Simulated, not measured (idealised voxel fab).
The document below concerns the process module designated voxel self aligned contacts.
150 nm wide, 5 nm square cells: that's cross-section cut.
For the purposes of this document, a cross-section shall be understood as a grid of square cells, specified as bands listed in top-to-bottom order, each band consisting of one or more rows of cells. For a band, the entry starts with two heights in nm, that of the top and then that of the bottom, and carries on with the band's materials in order from left to right, each alongside its width in nm; the word "throughout" beside a single material means it fills the band edge to edge, and "empty" means empty space. Ref level 0: as-received wafer is one material below here. Bottom band extends down with no lower bound ("top 0, no bottom"). Think of "30 to 40" as a width that walks from the first number to the second as you go down the band, top row to bottom row, taking equal-sized steps from row to row. "changes: none" for a step: no cell of the cross-section changed in that step. This entry, "Cavities, closed", enumerates those empty regions of no fewer than 8 cells that possess no open connection to the top. Each region is reported in the form width x height at distance, the distance being taken from the left edge, with all three quantities expressed in nm. Read whatever lies past the settings on a step's line as the simulator's own remark about the step. overlay nm: mask offset rightward from planned place, masked step; negative means leftward offset.

The following list gives the planned process steps:
1: RECEIVE: material Si
2: OXIDIZE: depth nm 5
3: DIRECTIONAL_DEP: material polySi, thk nm 20
4: DIRECTIONAL_DEP: material SiN, thk nm 20
5: MASKED_ETCH: tone cover, mask id GATE, width nm 35, pitch nm 80, etch materials SiN, depth nm 20, overlay nm 0
6: MASKED_ETCH: tone cover, mask id GATE, width nm 35, pitch nm 80, etch materials polySi, depth nm 20, overlay nm 0
7: CONFORMAL_DEP: material SiN, thk nm 10
8: DIRECTIONAL_ETCH: etch materials SiN, depth nm 10
9: FILL_DEP: material SiO2, thk nm 10
10: CMP: height nm 45
11: DIRECTIONAL_DEP: material aC, thk nm 10
12: PATTERN: tone open, mask id CONTACT, material resist, width nm 65, thk nm 30, overlay nm 0
13: DIRECTIONAL_ETCH: etch materials aC, depth nm 10
14: STRIP: etch materials resist
15: DIRECTIONAL_ETCH: etch materials SiO2, depth nm 50
16: STRIP: etch materials aC
17: CONFORMAL_DEP: material TiN, thk nm 5
18: FILL_DEP: material W, thk nm 10
19: CMP: height nm 45
20: CONFORMAL_DEP: material SiN, thk nm 5

as received, after step 1:
    top 0, no bottom | Si throughout
    Cavities, closed: none

The first of two wafers, cross-sectioned at the end of the module, with the run proceeding as planned:
    top 50, bottom 45 | SiN throughout
    top 45, bottom 40 | 40 of SiO2; 25 of TiN; 15 of W; 25 of TiN; 45 of SiO2
    top 40, bottom 20 | 5 of SiO2; 55 of SiN; 5 of TiN; 15 of W; 5 of TiN; 55 of SiN; 10 of SiO2
    top 20, bottom 0 | 5 of SiO2; 10 of SiN; 35 of polySi; 10 of SiN; 5 of TiN; 15 of W; 5 of TiN; 10 of SiN; 35 of polySi; 10 of SiN; 10 of SiO2
    top 0, bottom -5 | 60 of SiO2; 25 of TiN; 65 of SiO2
    top -5, no bottom | Si throughout
    Cavities, closed: none

Module end: cross-section of wafer two of two. Same start and process plan as the first wafer. One mistake during execution:
    top 50, bottom 45 | SiN throughout
    top 45, bottom 40 | 40 of SiO2; 25 of TiN; 15 of W; 25 of TiN; 45 of SiO2
    top 40, bottom 35 | 5 of SiO2; 55 of SiN; 5 of TiN; 15 of W; 5 of TiN; 55 of SiN; 10 of SiO2
    top 35, bottom 30 | 5 of SiO2; 55 of SiN; 25 of TiN; 55 of SiN; 10 of SiO2
    top 30, bottom 20 | SiN throughout
    top 20, bottom 0 | polySi throughout
    top 0, bottom -5 | SiO2 throughout
    top -5, no bottom | Si throughout
    Cavities, closed: none
What broke from the plan during processing? step 5 ran differently from the plan; actual operation with settings: MASKED_ETCH: tone cover, mask id GATE, width nm 35, pitch nm 80, etch materials SiN, depth nm 10, overlay nm 0
Wrapping up, a cell-based count of both wafers puts the second over or under the first for these materials: -16 SiN, -13 SiO2, -14 TiN, -21 W, +64 polySi
